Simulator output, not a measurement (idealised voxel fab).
Process module name: voxel air gaps
The figure presents cross-section cut, which has a width of 240 nm and is divided into square cells with an edge length of 5 nm.
Throughout this document, each cross-section is represented as a grid of square cells and is presented as a sequence of bands enumerated from the top downward, where a band comprises one or more rows of cells. Per band: top height and bottom height in nm, followed by the left-to-right materials and their widths in nm; "edge to edge" marks a single material spanning edge to edge, "air" marks empty space. Basically, 0 is our baseline, since under it the wafer straight out of the box is all one material. The bottom band has no lower end and keeps on going down, so it looks like "top 0, no bottom". The notation "30..40" denotes a width that varies across the rows of cells in the band, beginning at the first number in the top row, finishing at the second number in the bottom row, and changing by an identical amount from each row to the next. "no alteration" -> step changed no cross-section cell. The entry titled "Listed closed voids" provides the empty spaces that have no open way to the top, restricted to those of 8 cells or more. Each is presented as width x height at distance, the distance being measured from the left edge, with all three in nm. If you see something after the settings on a step's line, that's the simulator's own remark about that step. Regarding "overlay nm": on a step with a mask, it is the distance the mask lay to the right of its planned place; a negative value places it to the left.
-- The planned process steps are enumerated hereunder
1. RECEIVE [material Si]
2. CONFORMAL_DEP [material SiO2] [thk nm 15]
3. CONFORMAL_DEP [material SiCN] [thk nm 5]
4. DIRECTIONAL_DEP [material SiO2] [thk nm 40]
5. DIRECTIONAL_DEP [material aC] [thk nm 10]
6. PATTERN [tone open] [mask id LINES] [material resist] [width nm 25] [pitch nm 50] [thk nm 30] [overlay nm 0]
7. DIRECTIONAL_ETCH [etch materials aC] [depth nm 10]
8. STRIP [etch materials resist]
9. DIRECTIONAL_ETCH [etch materials SiO2] [depth nm 40]
10. STRIP [etch materials aC]
11. CONFORMAL_DEP [material TiN] [thk nm 5]
12. FILL_DEP [material Ru] [thk nm 5]
13. CMP [height nm 60]
14. EPI [material Ru] [thk nm 10]
15. SELECTIVE_ETCH [etch materials SiO2] [depth nm 50]
16. CONFORMAL_DEP [material SiCN] [thk nm 5]
-- Cross-section of the incoming wafer, state after step 1
- top 0, no bottom = Si edge to edge
- Listed closed voids: none
-- Starting structure and process plan are as shown above, but one mistake was made in running the module; the wafer cross-section at the end of the module follows
- top 75, bottom 70 = SiCN edge to edge
- top 70, bottom 60 = 65 of Ru / 5 of SiCN / 45 of Ru / 5 of SiCN / 45 of Ru / 5 of SiCN / 70 of Ru
- top 60, bottom 55 = 50 of Ru / 5 of TiN / 25 of SiCN / 5 of TiN / 15 of Ru / 5 of TiN / 25 of SiCN / 5 of TiN / 15 of Ru / 5 of TiN / 25 of SiCN / 5 of TiN / 55 of Ru
- top 55, bottom 25 = 50 of Ru / 5 of TiN / 5 of SiCN / 15 of air / 5 of SiCN / 5 of TiN / 15 of Ru / 5 of TiN / 5 of SiCN / 15 of air / 5 of SiCN / 5 of TiN / 15 of Ru / 5 of TiN / 5 of SiCN / 15 of air / 5 of SiCN / 5 of TiN / 55 of Ru
- top 25, bottom 20 = 55 of TiN / 25 of SiCN / 25 of TiN / 25 of SiCN / 25 of TiN / 25 of SiCN / 60 of TiN
- top 20, bottom 15 = SiCN edge to edge
- top 15, bottom 0 = SiO2 edge to edge
- top 0, no bottom = Si edge to edge
- Listed closed voids: 15 x 30 at 60; 15 x 30 at 110; 15 x 30 at 160
The mistake made against the process plan was this: it should be noted that step 6 was executed with settings other than those planned, the operation and settings actually applied being PATTERN [tone cover] [mask id LINES] [material resist] [width nm 25] [pitch nm 50] [thk nm 30] [overlay nm 0]
